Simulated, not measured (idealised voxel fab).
process module | voxel gate over fins
cross-section cut | 240 nm wide | cells 5 nm
A cross-section is a grid of square cells, given in bands from the top down. A band is one or more rows of cells.
Each band's line starts with the height of the band's top and of its bottom, in nm. Then come its materials from left to right, each with its width in nm. One material with "throughout" fills the band from edge to edge. "air" is empty space.
Height 0 is the level under which the wafer as received is all one material. The lowest band goes on downwards, as in "0 down".
A width such as "30 to 40" changes by the same amount from each row of cells to the next, from the band's top row to its bottom row.
"no change" after a step means that no cell of the cross-section changed.
closed voids: empty space of 8 cells or more with no open way to the top, each as width x height at its distance from the left edge, in nm
after a step's settings: what the simulator itself notes on the step
overlay nm, on a step with a mask: how far to the right of its planned place the mask lay; to the left if negative
plan
1 op RECEIVE | material Si
2 op CONFORMAL_DEP | material SiN | thk nm 5
3 op MASKED_ETCH | tone cover | mask id FINS | width nm 15 | pitch nm 40 | etch materials SiN | depth nm 5 | overlay nm 0
4 op MASKED_ETCH | tone cover | mask id FINS | width nm 15 | pitch nm 40 | etch materials Si | depth nm 40 | overlay nm 0
5 op OXIDIZE | depth nm 5
6 op FILL_DEP | material SiO2 | thk nm 15
7 op CMP | height nm 5
8 op SELECTIVE_ETCH | etch materials SiO2 | depth nm 15
9 op STRIP | etch materials SiN
10 op CONFORMAL_DEP | material HfO2 | thk nm 5
11 op CONFORMAL_DEP | material TiN | thk nm 5
12 op FILL_DEP | material W | thk nm 10
13 op CMP | height nm 15
14 op CONFORMAL_DEP | material SiCN | thk nm 5
as received, after step 1
  0 down: Si throughout
  closed voids: none
first wafer at the end, as planned
  20 to 15: SiCN throughout
  15 to 10: W throughout
  10 to 5: W 45 | TiN 25 | W 15 | TiN 25 | W 15 | TiN 25 | W 15 | TiN 25 | W 50
  5 to 0: W 45 | TiN 5 | HfO2 15 | TiN 5 | W 15 | TiN 5 | HfO2 15 | TiN 5 | W 15 | TiN 5 | HfO2 15 | TiN 5 | W 15 | TiN 5 | HfO2 15 | TiN 5 | W 50
  0 to -5: TiN 50 | HfO2 5 | Si 5 | HfO2 5 | TiN 25 | HfO2 5 | Si 5 | HfO2 5 | TiN 25 | HfO2 5 | Si 5 | HfO2 5 | TiN 25 | HfO2 5 | Si 5 | HfO2 5 | TiN 55
  -5 to -10: HfO2 55 | Si 5 | HfO2 35 | Si 5 | HfO2 35 | Si 5 | HfO2 35 | Si 5 | HfO2 60
  -10 to -45: SiO2 55 | Si 5 | SiO2 35 | Si 5 | SiO2 35 | Si 5 | SiO2 35 | Si 5 | SiO2 60
  -45 down: Si throughout
  closed voids: none
second wafer at the end: like start, like plan, one mistake
  20 to 15: SiCN throughout
  15 to 10: W throughout
  10 to 5: W 45 | HfO2 25 | W 15 | HfO2 25 | W 15 | HfO2 25 | W 15 | HfO2 25 | W 50
  5 to 0: W 45 | HfO2 5 | TiN 15 | HfO2 5 | W 15 | HfO2 5 | TiN 15 | HfO2 5 | W 15 | HfO2 5 | TiN 15 | HfO2 5 | W 15 | HfO2 5 | TiN 15 | HfO2 5 | W 50
  0 to -5: HfO2 50 | TiN 5 | Si 5 | TiN 5 | HfO2 25 | TiN 5 | Si 5 | TiN 5 | HfO2 25 | TiN 5 | Si 5 | TiN 5 | HfO2 25 | TiN 5 | Si 5 | TiN 5 | HfO2 55
  -5 to -10: TiN 55 | Si 5 | TiN 35 | Si 5 | TiN 35 | Si 5 | TiN 35 | Si 5 | TiN 60
  -10 to -45: SiO2 55 | Si 5 | SiO2 35 | Si 5 | SiO2 35 | Si 5 | SiO2 35 | Si 5 | SiO2 60
  -45 down: Si throughout
  closed voids: none
what went wrong: steps 10 and 11 were swapped
at the end the second wafer has, in cells: as many of each material as the first, in other places
